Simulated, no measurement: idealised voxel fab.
Name of the process module below: voxel ribs on slabs
Cross-section cut: width 215 nm, square cells of 5 nm.
Cross-section layout: square cells on a grid; listed as bands, top to bottom; a band spans one or more cell rows.
It is stipulated that each band's entry specify, in nanometres, the height of the top of the band and then that of its bottom, followed by the materials of the band in left-to-right sequence, each together with its width in nanometres. A single material marked by the word "full width" is understood to fill the band from edge to edge; the word "blank" is understood to denote empty space.
The reference from which all heights are counted is 0, the level beneath which the as-received wafer is entirely one material; the lowest band, having no lower bound, proceeds downward and is written after the example "top 0, no bottom".
With a width like "30 to 40", each row of cells in the band differs from the next by the same amount, the top row carrying the first number and the bottom row the second.
Step note "stayed the same" = no cross-section cell changed.
Closed-off voids of 8+ cells (no open route to the top) go in "Non-vented voids", written width x height at distance from the left edge, in nm.
Note: text after step settings on the step line = simulator remark on that step.
overlay nm: on a step with a mask, how far right of its planned place the mask lay; negative means left.

[The following list gives the planned process steps]
1,RECEIVE,material Si
2,DIRECTIONAL_DEP,material SiO2,thk nm 20
3,DIRECTIONAL_DEP,material SiN,thk nm 25
4,MASKED_ETCH,tone cover,mask id RIB,width nm 30,etch materials SiN,depth nm 10,overlay nm 0
5,MASKED_ETCH,tone cover,mask id SLAB,width nm 70,etch materials SiN,depth nm 15,overlay nm 0
6,FILL_DEP,material SiO2,thk nm 20
7,CMP,height nm 55
8,DIRECTIONAL_DEP,material W,thk nm 5
9,MASKED_ETCH,tone cover,mask id HEATER,width nm 40,etch materials W,depth nm 5,overlay nm 0
10,CONFORMAL_DEP,material SiO2,thk nm 5

[First of two wafers, with the run carried out as planned]

[Cross-section, incoming material, after step 1]
- top 0, no bottom = Si full width
- Non-vented voids: none

[You're looking at a cross-section of the wafer after step 2]
- top 20, bottom 0 = SiO2 full width
- Below 0, no change.

[You're looking at a cross-section of the wafer after step 3]
- top 45, bottom 20 = SiN full width
- Below 20, no change.

[You're looking at a cross-section of the wafer after step 4]
- top 45, bottom 35 = 90 nm blank | 30 nm SiN | 95 nm blank
- Below 35, no change.

[You're looking at a cross-section of the wafer after step 5]
- top 45, bottom 35 = 90 nm blank | 30 nm SiN | 95 nm blank
- top 35, bottom 20 = 70 nm blank | 70 nm SiN | 75 nm blank
- Below 20, no change.

[You're looking at a cross-section of the wafer after step 6]
- top 65, bottom 45 = SiO2 full width
- top 45, bottom 35 = 90 nm SiO2 | 30 nm SiN | 95 nm SiO2
- top 35, bottom 20 = 70 nm SiO2 | 70 nm SiN | 75 nm SiO2
- Below 20, no change.

[You're looking at a cross-section of the wafer after step 7]
- top 55, bottom 45 = SiO2 full width
- Below 45, no change.

[You're looking at a cross-section of the wafer after step 8]
- top 60, bottom 55 = W full width
- Below 55, no change.

[You're looking at a cross-section of the wafer after step 9]
- top 60, bottom 55 = 85 nm blank | 40 nm W | 90 nm blank
- Below 55, no change.

[You're looking at a cross-section of the wafer after step 10]
- top 65, bottom 60 = 80 nm blank | 50 nm SiO2 | 85 nm blank
- top 60, bottom 55 = 85 nm SiO2 | 40 nm W | 90 nm SiO2
- Below 55, no change.

[Companion wafer, the second of two: same beginning, same intended sequence, one mistake in carrying it out; through step 3 inclusive it tracks the first exactly]

[Second wafer at the planned finish of step 4, seen in cross-section]
- top 45, bottom 30 = 90 nm blank | 30 nm SiN | 95 nm blank
- Below 30, no change.

[Second wafer at the planned finish of step 5, seen in cross-section]
- top 45, bottom 30 = 90 nm blank | 30 nm SiN | 95 nm blank
- top 30, bottom 20 = 70 nm blank | 70 nm SiN | 75 nm blank
- Below 20, no change.

[Second wafer at the planned finish of step 6, seen in cross-section]
- top 65, bottom 45 = SiO2 full width
- top 45, bottom 30 = 90 nm SiO2 | 30 nm SiN | 95 nm SiO2
- top 30, bottom 20 = 70 nm SiO2 | 70 nm SiN | 75 nm SiO2
- Below 20, no change.

[Second wafer at the planned finish of step 7, seen in cross-section]
- top 55, bottom 45 = SiO2 full width
- Below 45, no change.

[Second wafer at the planned finish of step 8, seen in cross-section]
- top 60, bottom 55 = W full width
- Below 55, no change.

[Second wafer at the planned finish of step 9, seen in cross-section]
- top 60, bottom 55 = 85 nm blank | 40 nm W | 90 nm blank
- Below 55, no change.

[Second wafer at the planned finish of step 10, seen in cross-section]
- top 65, bottom 60 = 80 nm blank | 50 nm SiO2 | 85 nm blank
- top 60, bottom 55 = 85 nm SiO2 | 40 nm W | 90 nm SiO2
- Below 55, no change.
What went wrong in running the wafer? not per plan at step 4, really ran MASKED_ETCH,tone cover,mask id RIB,width nm 30,etch materials SiN,depth nm 15,overlay nm 0
It is noted that, at the conclusion of processing, the second wafer exhibits a higher or lower cell count for certain materials relative to the first: SiN -8 | SiO2 +8
